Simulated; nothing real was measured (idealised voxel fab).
process module | voxel released beams
cross-section cut | 225 nm wide | cells 5 nm
A cross-section is a grid of square cells, given in bands from the top down. A band is one or more rows of cells.
Each band's line starts with the height of the band's top and of its bottom, in nm. Then come its materials from left to right, each with its width in nm. One material with "throughout" fills the band from edge to edge. "air" is empty space.
Height 0 is the level under which the wafer as received is all one material. The lowest band goes on downwards, as in "0 down".
A width such as "30 to 40" changes by the same amount from each row of cells to the next, from the band's top row to its bottom row.
"no change" after a step means that no cell of the cross-section changed.
closed voids: empty space of 8 cells or more with no open way to the top, each as width x height at its distance from the left edge, in nm
after a step's settings: what the simulator itself notes on the step
overlay nm, on a step with a mask: how far to the right of its planned place the mask lay; to the left if negative
plan
1 op RECEIVE | material Si
2 op CONFORMAL_DEP | material Al2O3 | thk nm 5
3 op DIRECTIONAL_DEP | material SiO2 | thk nm 15
4 op DIRECTIONAL_DEP | material aC | thk nm 10
5 op PATTERN | tone open | mask id ANCHOR | material resist | width nm 30 | thk nm 25 | overlay nm 0
6 op DIRECTIONAL_ETCH | etch materials aC | depth nm 10
7 op STRIP | etch materials resist
8 op DIRECTIONAL_ETCH | etch materials SiO2 | depth nm 15
9 op STRIP | etch materials aC
10 op CONFORMAL_DEP | material W | thk nm 10
11 op DIRECTIONAL_DEP | material aC | thk nm 15
12 op PATTERN | tone cover | mask id BEAM | material resist | width nm 95 | thk nm 30 | overlay nm 0
13 op DIRECTIONAL_ETCH | etch materials aC | depth nm 15
14 op STRIP | etch materials resist
15 op DIRECTIONAL_ETCH | etch materials W | depth nm 10
16 op STRIP | etch materials aC
17 op STRIP | etch materials SiO2
as received, after step 1
  0 down: Si throughout
  closed voids: none
first wafer at the end, as planned
  30 to 20: air 60 | W 15 | air 10 | W 70 | air 70
  20 to 15: air 65 | W 10 | air 10 | W 10 | air 130
  15 to 5: air 65 | W 30 | air 130
  5 to 0: Al2O3 throughout
  0 down: Si throughout
  closed voids: none
second wafer at the end: like start, like plan, one mistake
  30 to 20: air 60 | W 15 | air 10 | W 75 | air 65
  20 to 15: air 65 | W 10 | air 10 | W 10 | air 130
  15 to 5: air 65 | W 30 | air 130
  5 to 0: Al2O3 throughout
  0 down: Si throughout
  closed voids: none
what went wrong: step 12 ran as: op PATTERN | tone cover | mask id BEAM | material resist | width nm 100 | thk nm 30 | overlay nm 0
at the end the second wafer has, in cells: 2 more of W
